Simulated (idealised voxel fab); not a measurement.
process module | voxel trench capacitor
cross-section cut | 270 nm wide | cells 5 nm
A cross-section is a grid of square cells, given in bands from the top down. A band is one or more rows of cells.
Each band's line starts with the height of the band's top and of its bottom, in nm. Then come its materials from left to right, each with its width in nm. One material with "throughout" fills the band from edge to edge. "air" is empty space.
Height 0 is the level under which the wafer as received is all one material. The lowest band goes on downwards, as in "0 down".
A width such as "30 to 40" changes by the same amount from each row of cells to the next, from the band's top row to its bottom row.
"no change" after a step means that no cell of the cross-section changed.
closed voids: empty space of 8 cells or more with no open way to the top, each as width x height at its distance from the left edge, in nm
after a step's settings: what the simulator itself notes on the step
overlay nm, on a step with a mask: how far to the right of its planned place the mask lay; to the left if negative
plan
1 op RECEIVE | material Si
2 op CONFORMAL_DEP | material SiN | thk nm 10
3 op MASKED_ETCH | tone open | mask id TRENCH | width nm 30 | pitch nm 60 | etch materials SiN | depth nm 10 | overlay nm 0
4 op MASKED_ETCH | tone open | mask id TRENCH | width nm 30 | pitch nm 60 | etch materials Si | depth nm 40 | overlay nm -15
5 op CONFORMAL_DEP | material Al2O3 | thk nm 5
6 op CONFORMAL_DEP | material TiN | thk nm 5
7 op FILL_DEP | material W | thk nm 5
8 op CMP | height nm 10
varied across the wafers: overlay nm of step 4. The plan shows the first wafer's value. All wafers start alike
first wafer as received, after step 1
  0 down: Si throughout
  closed voids: none
first wafer at the end, after step 8
  10 to 0: SiN 60 | Al2O3 5 | TiN 20 to 5 | Al2O3 5 to 20 | SiN 30 | Al2O3 5 | TiN 20 to 5 | Al2O3 5 to 20 | SiN 30 | Al2O3 5 | TiN 20 to 5 | Al2O3 5 to 20 | SiN 60
  0 to -35: Si 60 | Al2O3 5 | TiN 5 | Al2O3 5 | Si 45 | Al2O3 5 | TiN 5 | Al2O3 5 | Si 45 | Al2O3 5 | TiN 5 | Al2O3 5 | Si 75
  -35 to -40: Si 60 | Al2O3 15 | Si 45 | Al2O3 15 | Si 45 | Al2O3 15 | Si 75
  -40 down: Si throughout
  closed voids: none
last wafer at the end
  10 to 0: SiN 60 | Al2O3 5 to 20 | TiN 20 to 5 | Al2O3 5 | SiN 30 | Al2O3 5 to 20 | TiN 20 to 5 | Al2O3 5 | SiN 30 | Al2O3 5 to 20 | TiN 20 to 5 | Al2O3 5 | SiN 60
  0 to -35: Si 75 | Al2O3 5 | TiN 5 | Al2O3 5 | Si 45 | Al2O3 5 | TiN 5 | Al2O3 5 | Si 45 | Al2O3 5 | TiN 5 | Al2O3 5 | Si 60
  -35 to -40: Si 75 | Al2O3 15 | Si 45 | Al2O3 15 | Si 45 | Al2O3 15 | Si 60
  -40 down: Si throughout
  closed voids: none
each wafer at the end: cells of each material gained (+) or lost (-) since it was received, then its closed voids
overlay nm -15 | +72 Al2O3 | -72 Si | +72 SiN | +36 TiN | closed voids: none
overlay nm -10 | +72 Al2O3 | -96 Si | +72 SiN | +60 TiN | closed voids: none
overlay nm -5 | +72 Al2O3 | -120 Si | +72 SiN | +60 TiN | +24 W | closed voids: none
overlay nm 0 | +72 Al2O3 | -144 Si | +72 SiN | +60 TiN | +48 W | closed voids: none
overlay nm 5 | +72 Al2O3 | -120 Si | +72 SiN | +60 TiN | +24 W | closed voids: none
overlay nm 10 | +72 Al2O3 | -96 Si | +72 SiN | +60 TiN | closed voids: none
overlay nm 15 | +72 Al2O3 | -72 Si | +72 SiN | +36 TiN | closed voids: none
